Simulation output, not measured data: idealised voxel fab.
process module | voxel self aligned contacts
cross-section cut | 235 nm wide | cells 5 nm
A cross-section is a grid of square cells, given in bands from the top down. A band is one or more rows of cells.
Each band's line starts with the height of the band's top and of its bottom, in nm. Then come its materials from left to right, each with its width in nm. One material with "throughout" fills the band from edge to edge. "air" is empty space.
Height 0 is the level under which the wafer as received is all one material. The lowest band goes on downwards, as in "0 down".
A width such as "30 to 40" changes by the same amount from each row of cells to the next, from the band's top row to its bottom row.
"no change" after a step means that no cell of the cross-section changed.
closed voids: empty space of 8 cells or more with no open way to the top, each as width x height at its distance from the left edge, in nm
after a step's settings: what the simulator itself notes on the step
overlay nm, on a step with a mask: how far to the right of its planned place the mask lay; to the left if negative
plan
1 op RECEIVE | material Si
2 op CONFORMAL_DEP | material SiO2 | thk nm 5
3 op DIRECTIONAL_DEP | material polySi | thk nm 30
4 op DIRECTIONAL_DEP | material SiN | thk nm 20
5 op DIRECTIONAL_DEP | material aC | thk nm 10
6 op PATTERN | tone cover | mask id GATE | material resist | width nm 30 | pitch nm 65 | thk nm 25 | overlay nm 0
7 op DIRECTIONAL_ETCH | etch materials aC | depth nm 10
8 op STRIP | etch materials resist
9 op DIRECTIONAL_ETCH | etch materials SiN | depth nm 20
10 op DIRECTIONAL_ETCH | etch materials polySi | depth nm 30
11 op STRIP | etch materials aC
12 op CONFORMAL_DEP | material SiN | thk nm 10
13 op DIRECTIONAL_ETCH | etch materials SiN | depth nm 10
14 op FILL_DEP | material SiO2 | thk nm 15
15 op CMP | height nm 65
16 op PATTERN | tone open | mask id CONTACT | material resist | width nm 45 | thk nm 20 | overlay nm 0
17 op DIRECTIONAL_ETCH | etch materials SiO2 | depth nm 65
18 op STRIP | etch materials resist
19 op CONFORMAL_DEP | material TiN | thk nm 5
20 op FILL_DEP | material Ru | thk nm 5
21 op CMP | height nm 65
22 op CONFORMAL_DEP | material SiN | thk nm 5
as received, after step 1
  0 down: Si throughout
  closed voids: none
a wafer at the end: this start, this plan, one mistake
  70 to 65: SiN throughout
  65 to 55: SiO2 85 | TiN 5 to 30 | Ru 35 to 5 | TiN 5 to 10 | SiO2 105
  55 to 35: SiO2 60 | SiN 50 | TiN 5 | Ru 5 | TiN 5 | SiN 50 | SiO2 60
  35 to 5: SiO2 60 | SiN 10 | polySi 30 | SiN 10 | TiN 5 | Ru 5 | TiN 5 | SiN 10 | polySi 30 | SiN 10 | SiO2 60
  5 to 0: SiO2 110 | TiN 15 | SiO2 110
  0 down: Si throughout
  closed voids: none
what went wrong: step 16 ran as: op PATTERN | tone open | mask id CONTACT | material resist | width nm 45 | thk nm 20 | overlay nm -10
